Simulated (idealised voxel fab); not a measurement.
Title: Process Module voxel transistor to metal
cross-section cut | 185 nm wide | cells 5 nm
Format of a cross-section: grid, square cells. Given as bands. Order: top down. Band: one or more rows of cells.
Quick guide to a band line: top height, bottom height (nm) up front; then every material left to right with its width in nm. Only one material and it's marked "full width"? Then it fills the band edge to edge. And "empty" just means empty space.
The reference from which all heights are counted is 0, the level beneath which the as-received wafer is entirely one material; the lowest band, having no lower bound, proceeds downward and is written after the example "top 0, no bottom".
Top row gets the first number, bottom row gets the second, and each row in between changes by the same step: that is how a band width like "30 to 40" works.
"changes: none" -> step changed no cross-section cell.
So "Tabulated closed voids" is basically the list of trapped voids: any empty space of 8 cells or more that can't reach the top through an opening. They're written width x height at distance, the distance being from the left edge, and it's all nm.
Formally, on a step line, whatever follows the settings is a remark that the simulator itself makes on the step.
overlay nm: on a step with a mask, how far right of its planned place the mask lay; negative means left.

[Listed below are the process steps as planned]
1) RECEIVE [material Si]
2) OXIDIZE [depth nm 5]
3) CONFORMAL_DEP [material SiN] [thk nm 10]
4) MASKED_ETCH [tone cover] [mask id ACTIVE] [width nm 100] [etch materials SiN] [depth nm 10] [overlay nm 0]
5) MASKED_ETCH [tone cover] [mask id ACTIVE] [width nm 100] [etch materials SiO2] [depth nm 5] [overlay nm 0]
6) MASKED_ETCH [tone cover] [mask id ACTIVE] [width nm 100] [etch materials Si] [depth nm 20] [overlay nm 0]
7) OXIDIZE [depth nm 5]
8) FILL_DEP [material SiO2] [thk nm 10]
9) CMP [height nm 10]
10) SELECTIVE_ETCH [etch materials SiO2] [depth nm 10]
11) STRIP [etch materials SiN]
12) SELECTIVE_ETCH [etch materials SiO2] [depth nm 5]
13) OXIDIZE [depth nm 5]
14) DIRECTIONAL_DEP [material polySi] [thk nm 25]
15) DIRECTIONAL_DEP [material SiCN] [thk nm 15]
16) PATTERN [tone cover] [mask id GATE] [material resist] [width nm 20] [thk nm 20] [overlay nm 0]
17) DIRECTIONAL_ETCH [etch materials SiCN] [depth nm 25]
18) DIRECTIONAL_ETCH [etch materials polySi] [depth nm 35]
19) STRIP [etch materials resist]
20) CONFORMAL_DEP [material SiN] [thk nm 5]
21) DIRECTIONAL_ETCH [etch materials SiN] [depth nm 5]
22) DIRECTIONAL_ETCH [etch materials SiO2] [depth nm 5]
23) DIRECTIONAL_ETCH [etch materials Si] [depth nm 10]
24) EPI [material nSi] [thk nm 15]
25) FILL_DEP [material SiO2] [thk nm 10]
26) CMP [height nm 35]
27) DIRECTIONAL_DEP [material SiO2] [thk nm 15]
28) DIRECTIONAL_DEP [material aC] [thk nm 10]
29) PATTERN [tone open] [mask id CONTACT] [material resist] [width nm 15] [pitch nm 75] [thk nm 25] [overlay nm 0]
30) DIRECTIONAL_ETCH [etch materials aC] [depth nm 10]
31) STRIP [etch materials resist]
32) DIRECTIONAL_ETCH [etch materials SiO2] [depth nm 55]
33) STRIP [etch materials aC]
34) CONFORMAL_DEP [material TiN] [thk nm 5]
35) FILL_DEP [material W] [thk nm 10]
36) CMP [height nm 50]
37) CONFORMAL_DEP [material SiCN] [thk nm 5]
38) DIRECTIONAL_DEP [material lowk] [thk nm 25]
39) PATTERN [tone open] [mask id METAL_1] [material resist] [width nm 15] [pitch nm 75] [thk nm 20] [overlay nm 0]
40) DIRECTIONAL_ETCH [etch materials lowk] [depth nm 25]
41) DIRECTIONAL_ETCH [etch materials SiCN] [depth nm 5]
42) STRIP [etch materials resist]
43) CONFORMAL_DEP [material TiN] [thk nm 5]
44) FILL_DEP [material Ru] [thk nm 5]
45) CMP [height nm 80]
46) CONFORMAL_DEP [material SiN] [thk nm 5]

[The first wafer of two, processed as planned]

[As received (post step 1): cross-section]
	top 0, no bottom = Si full width
	Tabulated closed voids: none

[Upon completion of step 2, the wafer appears in cross-section as shown]
	top 0, bottom -5 = SiO2 full width
	Below -5, no change.

[Upon completion of step 3, the wafer appears in cross-section as shown]
	top 10, bottom 0 = SiN full width
	Below 0, no change.

[Upon completion of step 4, the wafer appears in cross-section as shown]
	top 10, bottom 0 = 40 empty, 100 SiN, 45 empty
	Below 0, no change.

[Upon completion of step 5, the wafer appears in cross-section as shown]
	top 10, bottom 0 = 40 empty, 100 SiN, 45 empty
	top 0, bottom -5 = 40 empty, 100 SiO2, 45 empty
	Below -5, no change.

[Upon completion of step 6, the wafer appears in cross-section as shown]
	top 10, bottom 0 = 40 empty, 100 SiN, 45 empty
	top 0, bottom -5 = 40 empty, 100 SiO2, 45 empty
	top -5, bottom -25 = 40 empty, 100 Si, 45 empty
	Below -25, no change.

[Upon completion of step 7, the wafer appears in cross-section as shown]
	top 10, bottom 0 = 40 empty, 100 SiN, 45 empty
	top 0, bottom -5 = 40 empty, 100 SiO2, 45 empty
	top -5, bottom -25 = 40 empty, 5 SiO2, 90 Si, 5 SiO2, 45 empty
	top -25, bottom -30 = 45 SiO2, 90 Si, 50 SiO2
	Below -30, no change.

[Upon completion of step 8, the wafer appears in cross-section as shown]
	top 20, bottom 10 = SiO2 full width
	top 10, bottom 0 = 40 SiO2, 100 SiN, 45 SiO2
	top 0, bottom -5 = SiO2 full width
	top -5, bottom -30 = 45 SiO2, 90 Si, 50 SiO2
	Below -30, no change.

[Upon completion of step 9, the wafer appears in cross-section as shown]
	top 10, bottom 0 = 40 SiO2, 100 SiN, 45 SiO2
	Below 0, no change.

[Upon completion of step 10, the wafer appears in cross-section as shown]
	top 10, bottom 0 = 40 empty, 100 SiN, 45 empty
	Below 0, no change.

[Upon completion of step 11, the wafer appears in cross-section as shown]
	top 0, bottom -5 = SiO2 full width
	Below -5, no change.

[Upon completion of step 12, the wafer appears in cross-section as shown]
	top -5, bottom -30 = 45 SiO2, 90 Si, 50 SiO2
	Below -30, no change.

[Upon completion of step 13, the wafer appears in cross-section as shown]
	top -5, bottom -10 = SiO2 full width
	Below -10, no change.

[Upon completion of step 14, the wafer appears in cross-section as shown]
	top 20, bottom -5 = polySi full width
	Below -5, no change.

[Upon completion of step 15, the wafer appears in cross-section as shown]
	top 35, bottom 20 = SiCN full width
	Below 20, no change.

[Upon completion of step 16, the wafer appears in cross-section as shown]
	top 55, bottom 35 = 80 empty, 20 resist, 85 empty
	Below 35, no change.

[Upon completion of step 17, the wafer appears in cross-section as shown]
	top 55, bottom 35 = 80 empty, 20 resist, 85 empty
	top 35, bottom 20 = 80 empty, 20 SiCN, 85 empty
	Below 20, no change.

[Upon completion of step 18, the wafer appears in cross-section as shown]
	top 55, bottom 35 = 80 empty, 20 resist, 85 empty
	top 35, bottom 20 = 80 empty, 20 SiCN, 85 empty
	top 20, bottom -5 = 80 empty, 20 polySi, 85 empty
	Below -5, no change.

[Upon completion of step 19, the wafer appears in cross-section as shown]
	top 35, bottom 20 = 80 empty, 20 SiCN, 85 empty
	Below 20, no change.

[Upon completion of step 20, the wafer appears in cross-section as shown]
	top 40, bottom 35 = 75 empty, 30 SiN, 80 empty
	top 35, bottom 20 = 75 empty, 5 SiN, 20 SiCN, 5 SiN, 80 empty
	top 20, bottom 0 = 75 empty, 5 SiN, 20 polySi, 5 SiN, 80 empty
	top 0, bottom -5 = 80 SiN, 20 polySi, 85 SiN
	Below -5, no change.

[Upon completion of step 21, the wafer appears in cross-section as shown]
	top 35, bottom 20 = 75 empty, 5 SiN, 20 SiCN, 5 SiN, 80 empty
	top 20, bottom -5 = 75 empty, 5 SiN, 20 polySi, 5 SiN, 80 empty
	Below -5, no change.

[Upon completion of step 22, the wafer appears in cross-section as shown]
	top 35, bottom 20 = 75 empty, 5 SiN, 20 SiCN, 5 SiN, 80 empty
	top 20, bottom -5 = 75 empty, 5 SiN, 20 polySi, 5 SiN, 80 empty
	top -5, bottom -10 = 75 empty, 30 SiO2, 80 empty
	Below -10, no change.

[Upon completion of step 23, the wafer appears in cross-section as shown]
	top 35, bottom 20 = 75 empty, 5 SiN, 20 SiCN, 5 SiN, 80 empty
	top 20, bottom -5 = 75 empty, 5 SiN, 20 polySi, 5 SiN, 80 empty
	top -5, bottom -10 = 75 empty, 30 SiO2, 80 empty
	top -10, bottom -20 = 45 SiO2, 30 empty, 30 Si, 30 empty, 50 SiO2
	Below -20, no change.

[Upon completion of step 24, the wafer appears in cross-section as shown]
	top 35, bottom 20 = 75 empty, 5 SiN, 20 SiCN, 5 SiN, 80 empty
	top 20, bottom 5 = 75 empty, 5 SiN, 20 polySi, 5 SiN, 80 empty
	top 5, bottom -5 = 60 empty, 15 nSi, 5 SiN, 20 polySi, 5 SiN, 15 nSi, 65 empty
	top -5, bottom -10 = 40 empty, 35 nSi, 30 SiO2, 35 nSi, 45 empty
	top -10, bottom -20 = 45 SiO2, 30 nSi, 30 Si, 30 nSi, 50 SiO2
	Below -20, no change.

[Upon completion of step 25, the wafer appears in cross-section as shown]
	top 45, bottom 35 = SiO2 full width
	top 35, bottom 20 = 75 SiO2, 5 SiN, 20 SiCN, 5 SiN, 80 SiO2
	top 20, bottom 5 = 75 SiO2, 5 SiN, 20 polySi, 5 SiN, 80 SiO2
	top 5, bottom -5 = 60 SiO2, 15 nSi, 5 SiN, 20 polySi, 5 SiN, 15 nSi, 65 SiO2
	top -5, bottom -10 = 40 SiO2, 35 nSi, 30 SiO2, 35 nSi, 45 SiO2
	Below -10, no change.

[Upon completion of step 26, the wafer appears in cross-section as shown]
	top 35, bottom 20 = 75 SiO2, 5 SiN, 20 SiCN, 5 SiN, 80 SiO2
	Below 20, no change.

[Upon completion of step 27, the wafer appears in cross-section as shown]
	top 50, bottom 35 = SiO2 full width
	Below 35, no change.

[Upon completion of step 28, the wafer appears in cross-section as shown]
	top 60, bottom 50 = aC full width
	Below 50, no change.

[Upon completion of step 29, the wafer appears in cross-section as shown]
	top 85, bottom 60 = 45 resist, 15 empty, 60 resist, 15 empty, 50 resist
	Below 60, no change.

[Upon completion of step 30, the wafer appears in cross-section as shown]
	top 75, bottom 60 = 45 resist, 15 empty, 60 resist, 15 empty, 50 resist
	top 60, bottom 50 = 45 aC, 15 empty, 60 aC, 15 empty, 50 aC
	Below 50, no change.

[Upon completion of step 31, the wafer appears in cross-section as shown]
	top 60, bottom 50 = 45 aC, 15 empty, 60 aC, 15 empty, 50 aC
	Below 50, no change.

[Upon completion of step 32, the wafer appears in cross-section as shown]
	top 60, bottom 50 = 45 aC, 15 empty, 60 aC, 15 empty, 50 aC
	top 50, bottom 35 = 45 SiO2, 15 empty, 60 SiO2, 15 empty, 50 SiO2
	top 35, bottom 20 = 45 SiO2, 15 empty, 15 SiO2, 5 SiN, 20 SiCN, 5 SiN, 15 SiO2, 15 empty, 50 SiO2
	top 20, bottom 5 = 45 SiO2, 15 empty, 15 SiO2, 5 SiN, 20 polySi, 5 SiN, 15 SiO2, 15 empty, 50 SiO2
	top 5, bottom -5 = 45 SiO2, 15 empty, 15 nSi, 5 SiN, 20 polySi, 5 SiN, 15 nSi, 15 empty, 50 SiO2
	Below -5, no change.

[Upon completion of step 33, the wafer appears in cross-section as shown]
	top 50, bottom 35 = 45 SiO2, 15 empty, 60 SiO2, 15 empty, 50 SiO2
	Below 35, no change.

[Upon completion of step 34, the wafer appears in cross-section as shown]
	top 55, bottom 50 = 50 TiN, 5 empty, 70 TiN, 5 empty, 55 TiN
	top 50, bottom 35 = 45 SiO2, 5 TiN, 5 empty, 5 TiN, 60 SiO2, 5 TiN, 5 empty, 5 TiN, 50 SiO2
	top 35, bottom 20 = 45 SiO2, 5 TiN, 5 empty, 5 TiN, 15 SiO2, 5 SiN, 20 SiCN, 5 SiN, 15 SiO2, 5 TiN, 5 empty, 5 TiN, 50 SiO2
	top 20, bottom 5 = 45 SiO2, 5 TiN, 5 empty, 5 TiN, 15 SiO2, 5 SiN, 20 polySi, 5 SiN, 15 SiO2, 5 TiN, 5 empty, 5 TiN, 50 SiO2
	top 5, bottom 0 = 45 SiO2, 5 TiN, 5 empty, 5 TiN, 15 nSi, 5 SiN, 20 polySi, 5 SiN, 15 nSi, 5 TiN, 5 empty, 5 TiN, 50 SiO2
	top 0, bottom -5 = 45 SiO2, 15 TiN, 15 nSi, 5 SiN, 20 polySi, 5 SiN, 15 nSi, 15 TiN, 50 SiO2
	Below -5, no change.

[Upon completion of step 35, the wafer appears in cross-section as shown]
	top 65, bottom 55 = W full width
	top 55, bottom 50 = 50 TiN, 5 W, 70 TiN, 5 W, 55 TiN
	top 50, bottom 35 = 45 SiO2, 5 TiN, 5 W, 5 TiN, 60 SiO2, 5 TiN, 5 W, 5 TiN, 50 SiO2
	top 35, bottom 20 = 45 SiO2, 5 TiN, 5 W, 5 TiN, 15 SiO2, 5 SiN, 20 SiCN, 5 SiN, 15 SiO2, 5 TiN, 5 W, 5 TiN, 50 SiO2
	top 20, bottom 5 = 45 SiO2, 5 TiN, 5 W, 5 TiN, 15 SiO2, 5 SiN, 20 polySi, 5 SiN, 15 SiO2, 5 TiN, 5 W, 5 TiN, 50 SiO2
	top 5, bottom 0 = 45 SiO2, 5 TiN, 5 W, 5 TiN, 15 nSi, 5 SiN, 20 polySi, 5 SiN, 15 nSi, 5 TiN, 5 W, 5 TiN, 50 SiO2
	Below 0, no change.

[Upon completion of step 36, the wafer appears in cross-section as shown]
	top 50, bottom 35 = 45 SiO2, 5 TiN, 5 W, 5 TiN, 60 SiO2, 5 TiN, 5 W, 5 TiN, 50 SiO2
	Below 35, no change.

[Upon completion of step 37, the wafer appears in cross-section as shown]
	top 55, bottom 50 = SiCN full width
	Below 50, no change.

[Upon completion of step 38, the wafer appears in cross-section as shown]
	top 80, bottom 55 = lowk full width
	Below 55, no change.

[Upon completion of step 39, the wafer appears in cross-section as shown]
	top 100, bottom 80 = 45 resist, 15 empty, 60 resist, 15 empty, 50 resist
	Below 80, no change.

[Upon completion of step 40, the wafer appears in cross-section as shown]
	top 100, bottom 80 = 45 resist, 15 empty, 60 resist, 15 empty, 50 resist
	top 80, bottom 55 = 45 lowk, 15 empty, 60 lowk, 15 empty, 50 lowk
	Below 55, no change.

[Upon completion of step 41, the wafer appears in cross-section as shown]
	top 100, bottom 80 = 45 resist, 15 empty, 60 resist, 15 empty, 50 resist
	top 80, bottom 55 = 45 lowk, 15 empty, 60 lowk, 15 empty, 50 lowk
	top 55, bottom 50 = 45 SiCN, 15 empty, 60 SiCN, 15 empty, 50 SiCN
	Below 50, no change.

[Upon completion of step 42, the wafer appears in cross-section as shown]
	top 80, bottom 55 = 45 lowk, 15 empty, 60 lowk, 15 empty, 50 lowk
	Below 55, no change.

[Upon completion of step 43, the wafer appears in cross-section as shown]
	top 85, bottom 80 = 50 TiN, 5 empty, 70 TiN, 5 empty, 55 TiN
	top 80, bottom 55 = 45 lowk, 5 TiN, 5 empty, 5 TiN, 60 lowk, 5 TiN, 5 empty, 5 TiN, 50 lowk
	top 55, bottom 50 = 45 SiCN, 15 TiN, 60 SiCN, 15 TiN, 50 SiCN
	Below 50, no change.

[Upon completion of step 44, the wafer appears in cross-section as shown]
	top 90, bottom 85 = Ru full width
	top 85, bottom 80 = 50 TiN, 5 Ru, 70 TiN, 5 Ru, 55 TiN
	top 80, bottom 55 = 45 lowk, 5 TiN, 5 Ru, 5 TiN, 60 lowk, 5 TiN, 5 Ru, 5 TiN, 50 lowk
	Below 55, no change.

[Upon completion of step 45, the wafer appears in cross-section as shown]
	top 80, bottom 55 = 45 lowk, 5 TiN, 5 Ru, 5 TiN, 60 lowk, 5 TiN, 5 Ru, 5 TiN, 50 lowk
	Below 55, no change.

[Upon completion of step 46, the wafer appears in cross-section as shown]
	top 85, bottom 80 = SiN full width
	Below 80, no change.

[Here the second wafer is described. Its start and its plan were those of the first wafer. Its run contained one mistake. Up to and including step 22, it did exactly what the first wafer did]

[The second wafer in cross-section, at the planned close of step 23]
	top 35, bottom 20 = 75 empty, 5 SiN, 20 SiCN, 5 SiN, 80 empty
	top 20, bottom 5 = 75 empty, 5 SiN, 20 polySi, 5 SiN, 80 empty
	top 5, bottom -5 = 30 empty, 45 nSi, 5 SiN, 20 polySi, 5 SiN, 45 nSi, 35 empty
	top -5, bottom -10 = 30 empty, 45 nSi, 30 SiO2, 45 nSi, 35 empty
	Below -10, no change.

[The second wafer in cross-section, at the planned close of step 24]
	top 35, bottom 20 = 75 empty, 5 SiN, 20 SiCN, 5 SiN, 80 empty
	top 20, bottom -5 = 75 empty, 5 SiN, 20 polySi, 5 SiN, 80 empty
	Below -5, no change.

[The second wafer in cross-section, at the planned close of step 25]
	top 45, bottom 35 = SiO2 full width
	top 35, bottom 20 = 75 SiO2, 5 SiN, 20 SiCN, 5 SiN, 80 SiO2
	top 20, bottom -5 = 75 SiO2, 5 SiN, 20 polySi, 5 SiN, 80 SiO2
	top -5, bottom -10 = 30 SiO2, 45 nSi, 30 SiO2, 45 nSi, 35 SiO2
	Below -10, no change.

[The second wafer in cross-section, at the planned close of step 26]
	top 35, bottom 20 = 75 SiO2, 5 SiN, 20 SiCN, 5 SiN, 80 SiO2
	Below 20, no change.

[The second wafer in cross-section, at the planned close of step 27]
	top 50, bottom 35 = SiO2 full width
	Below 35, no change.

[The second wafer in cross-section, at the planned close of step 28]
	top 60, bottom 50 = aC full width
	Below 50, no change.

[The second wafer in cross-section, at the planned close of step 29]
	top 85, bottom 60 = 45 resist, 15 empty, 60 resist, 15 empty, 50 resist
	Below 60, no change.

[The second wafer in cross-section, at the planned close of step 30]
	top 75, bottom 60 = 45 resist, 15 empty, 60 resist, 15 empty, 50 resist
	top 60, bottom 50 = 45 aC, 15 empty, 60 aC, 15 empty, 50 aC
	Below 50, no change.

[The second wafer in cross-section, at the planned close of step 31]
	top 60, bottom 50 = 45 aC, 15 empty, 60 aC, 15 empty, 50 aC
	Below 50, no change.

[The second wafer in cross-section, at the planned close of step 32]
	top 60, bottom 50 = 45 aC, 15 empty, 60 aC, 15 empty, 50 aC
	top 50, bottom 35 = 45 SiO2, 15 empty, 60 SiO2, 15 empty, 50 SiO2
	top 35, bottom 20 = 45 SiO2, 15 empty, 15 SiO2, 5 SiN, 20 SiCN, 5 SiN, 15 SiO2, 15 empty, 50 SiO2
	top 20, bottom -5 = 45 SiO2, 15 empty, 15 SiO2, 5 SiN, 20 polySi, 5 SiN, 15 SiO2, 15 empty, 50 SiO2
	Below -5, no change.

[The second wafer in cross-section, at the planned close of step 33]
	top 50, bottom 35 = 45 SiO2, 15 empty, 60 SiO2, 15 empty, 50 SiO2
	Below 35, no change.

[The second wafer in cross-section, at the planned close of step 34]
	top 55, bottom 50 = 50 TiN, 5 empty, 70 TiN, 5 empty, 55 TiN
	top 50, bottom 35 = 45 SiO2, 5 TiN, 5 empty, 5 TiN, 60 SiO2, 5 TiN, 5 empty, 5 TiN, 50 SiO2
	top 35, bottom 20 = 45 SiO2, 5 TiN, 5 empty, 5 TiN, 15 SiO2, 5 SiN, 20 SiCN, 5 SiN, 15 SiO2, 5 TiN, 5 empty, 5 TiN, 50 SiO2
	top 20, bottom 0 = 45 SiO2, 5 TiN, 5 empty, 5 TiN, 15 SiO2, 5 SiN, 20 polySi, 5 SiN, 15 SiO2, 5 TiN, 5 empty, 5 TiN, 50 SiO2
	top 0, bottom -5 = 45 SiO2, 15 TiN, 15 SiO2, 5 SiN, 20 polySi, 5 SiN, 15 SiO2, 15 TiN, 50 SiO2
	Below -5, no change.

[The second wafer in cross-section, at the planned close of step 35]
	top 65, bottom 55 = W full width
	top 55, bottom 50 = 50 TiN, 5 W, 70 TiN, 5 W, 55 TiN
	top 50, bottom 35 = 45 SiO2, 5 TiN, 5 W, 5 TiN, 60 SiO2, 5 TiN, 5 W, 5 TiN, 50 SiO2
	top 35, bottom 20 = 45 SiO2, 5 TiN, 5 W, 5 TiN, 15 SiO2, 5 SiN, 20 SiCN, 5 SiN, 15 SiO2, 5 TiN, 5 W, 5 TiN, 50 SiO2
	top 20, bottom 0 = 45 SiO2, 5 TiN, 5 W, 5 TiN, 15 SiO2, 5 SiN, 20 polySi, 5 SiN, 15 SiO2, 5 TiN, 5 W, 5 TiN, 50 SiO2
	Below 0, no change.

[The second wafer in cross-section, at the planned close of step 36]
	top 50, bottom 35 = 45 SiO2, 5 TiN, 5 W, 5 TiN, 60 SiO2, 5 TiN, 5 W, 5 TiN, 50 SiO2
	Below 35, no change.

[The second wafer in cross-section, at the planned close of step 37]
	top 55, bottom 50 = SiCN full width
	Below 50, no change.

[The second wafer in cross-section, at the planned close of step 38]
	top 80, bottom 55 = lowk full width
	Below 55, no change.

[The second wafer in cross-section, at the planned close of step 39]
	top 100, bottom 80 = 45 resist, 15 empty, 60 resist, 15 empty, 50 resist
	Below 80, no change.

[The second wafer in cross-section, at the planned close of step 40]
	top 100, bottom 80 = 45 resist, 15 empty, 60 resist, 15 empty, 50 resist
	top 80, bottom 55 = 45 lowk, 15 empty, 60 lowk, 15 empty, 50 lowk
	Below 55, no change.

[The second wafer in cross-section, at the planned close of step 41]
	top 100, bottom 80 = 45 resist, 15 empty, 60 resist, 15 empty, 50 resist
	top 80, bottom 55 = 45 lowk, 15 empty, 60 lowk, 15 empty, 50 lowk
	top 55, bottom 50 = 45 SiCN, 15 empty, 60 SiCN, 15 empty, 50 SiCN
	Below 50, no change.

[The second wafer in cross-section, at the planned close of step 42]
	top 80, bottom 55 = 45 lowk, 15 empty, 60 lowk, 15 empty, 50 lowk
	Below 55, no change.

[The second wafer in cross-section, at the planned close of step 43]
	top 85, bottom 80 = 50 TiN, 5 empty, 70 TiN, 5 empty, 55 TiN
	top 80, bottom 55 = 45 lowk, 5 TiN, 5 empty, 5 TiN, 60 lowk, 5 TiN, 5 empty, 5 TiN, 50 lowk
	top 55, bottom 50 = 45 SiCN, 15 TiN, 60 SiCN, 15 TiN, 50 SiCN
	Below 50, no change.

[The second wafer in cross-section, at the planned close of step 44]
	top 90, bottom 85 = Ru full width
	top 85, bottom 80 = 50 TiN, 5 Ru, 70 TiN, 5 Ru, 55 TiN
	top 80, bottom 55 = 45 lowk, 5 TiN, 5 Ru, 5 TiN, 60 lowk, 5 TiN, 5 Ru, 5 TiN, 50 lowk
	Below 55, no change.

[The second wafer in cross-section, at the planned close of step 45]
	top 80, bottom 55 = 45 lowk, 5 TiN, 5 Ru, 5 TiN, 60 lowk, 5 TiN, 5 Ru, 5 TiN, 50 lowk
	Below 55, no change.

[The second wafer in cross-section, at the planned close of step 46]
	top 85, bottom 80 = SiN full width
	Below 80, no change.
Diagnosis: a sequencing error occurred in which plan steps 23 and 24 were transposed
Cell-count delta at end, second wafer over first, by material: +24 Si | +8 SiO2 | -32 nSi
